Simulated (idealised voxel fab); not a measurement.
Proc. module: voxel plated lines
cross-section cut | 170 nm wide | cells 5 nm
Throughout this document, each cross-section is represented as a grid of square cells and is presented as a sequence of bands enumerated from the top downward, where a band comprises one or more rows of cells. The entry gives the band's vertical extent as a top height and a bottom height in nm, then its horizontal make-up as materials from left to right, each with a width in nm. "air" stands for empty space; a single material marked "everywhere" fills the band edge to edge. Convention: height 0 is the level below which the wafer, as received, is all one material. The lowest band does not terminate at the bottom but continues downward, represented as "z 0 and below". The expression "30->40" gives the width at the extremes of the band, the first number at its top row of cells and the second at its bottom row, with the width changing by equal amounts from each row to the next in between. Reading "no modifications" for a step: not a cell of the cross-section changed in it. "Enclosed void listing" means: voids of 8 cells or more that are shut off from the top with no open way through. Written width x height at distance, distance from the left edge, in nm. Heads up: the bit after the settings on a step's line is the simulator's remark on that step. A step line may carry the setting "overlay nm", which, for steps involving a mask, states the distance by which the mask lay to the right of its intended position; negative values denote displacement to the left.

-- The steps planned for the process are as follows
1. RECEIVE (material Si)
2. CONFORMAL_DEP (material SiN; thk nm 5)
3. DIRECTIONAL_DEP (material TiN; thk nm 5)
4. PATTERN (tone open; mask id LINES; material resist; width nm 25; pitch nm 40; thk nm 25; overlay nm 0)
5. EPI (material Ru; thk nm 5)
6. EPI (material Ru; thk nm 5)
7. STRIP (etch materials resist)
8. DIRECTIONAL_ETCH (etch materials TiN; depth nm 5)
9. CONFORMAL_DEP (material SiO2; thk nm 5)

-- As-received wafer cross-section (after step 1)
> z 0 and below: Si everywhere
> Enclosed void listing: none

-- Figure: cross-sectional view of the wafer upon completion of the module, processed from the initial state and according to the plan depicted above, with one error introduced during execution
> z 25 to 10: air (45)  Ru (35)  air (5)  Ru (35)  air (50)
> z 10 to 5: Ru (50)  TiN (25)  Ru (15)  TiN (25)  Ru (55)
> z 5 to 0: SiN everywhere
> z 0 and below: Si everywhere
> Enclosed void listing: none
Run error: off-plan run, step 9, actual operation and settings CONFORMAL_DEP (material Ru; thk nm 5)
